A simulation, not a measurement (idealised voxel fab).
This is a process module. Its name is voxel released beams.
FYI the section here is cut, 260 nm wide, cells are 5 nm squares.
This document writes a cross-section as a grid whose cells are square, and gives it as bands, listed from the top down; one or more rows of cells form a band.
A band entry consists of two parts. The first gives the height of the band's top and the height of its bottom, in nm. The rest lists the band's materials from left to right, each with its width in nm. A single material labelled with the word "full width" fills the band from edge to edge, and the word "blank" marks empty space.
It should be noted that heights are counted from 0, beneath which the wafer as supplied is of one material throughout, and that the lowest band possesses no lower boundary but continues downward, as written in "0 nm and below".
A width such as "30->40" changes by the same amount from each row of cells to the next, from the band's top row to its bottom row.
"no change occurred" for a step: no cell of the cross-section changed in that step.
Reported under the label "Closed void inventory" are the empty spaces having no open way to the top and comprising 8 cells or more; the notation for each is width x height at distance, in which the distance is measured from the left edge and all three values are in nm.
Whatever follows a step's settings on its line is a remark the simulator itself makes about that step.
Steps that use a mask can have "overlay nm" on their line. It says how far the mask sat to the right of where it was meant to be. Negative means to the left.

### The planned process steps are enumerated hereunder
1: RECEIVE [material Si]
2: CONFORMAL_DEP [material SiN] [thk nm 10]
3: DIRECTIONAL_DEP [material SiO2] [thk nm 10]
4: MASKED_ETCH [tone open] [mask id ANCHOR] [width nm 40] [etch materials SiO2] [depth nm 10] [overlay nm 0]
5: CONFORMAL_DEP [material TiN] [thk nm 15]
6: DIRECTIONAL_DEP [material aC] [thk nm 15]
7: PATTERN [tone cover] [mask id BEAM] [material resist] [width nm 110] [thk nm 30] [overlay nm 0]
8: DIRECTIONAL_ETCH [etch materials aC] [depth nm 15]
9: STRIP [etch materials resist]
10: DIRECTIONAL_ETCH [etch materials TiN] [depth nm 15]
11: STRIP [etch materials aC]
12: STRIP [etch materials SiO2]

### As-received state of the wafer in cross-section, equivalent to post-step 1
* 0 nm and below = Si full width
* Closed void inventory: none

### Wafer cross-section at module end: first of two, run to plan
* 35 nm to 25 nm = blank: 70; TiN: 20; blank: 10; TiN: 80; blank: 80
* 25 nm to 20 nm = blank: 70; TiN: 110; blank: 80
* 20 nm to 10 nm = blank: 75; TiN: 40; blank: 145
* 10 nm to 0 nm = SiN full width
* 0 nm and below = Si full width
* Closed void inventory: none

### Presented here is a cross-section of the second of the two wafers as it stood at the end of the module. It was started in the same manner and assigned the same plan as the first wafer; however, one mistake was made in its execution
* 25 nm to 10 nm = blank: 70; TiN: 110; blank: 80
* 10 nm to 0 nm = SiN full width
* 0 nm and below = Si full width
* Closed void inventory: none
Deviation from plan: plan step 3: skipped, not run
Wrapping up, a cell-based count of both wafers puts the second over or under the first for these materials: TiN: 12 fewer
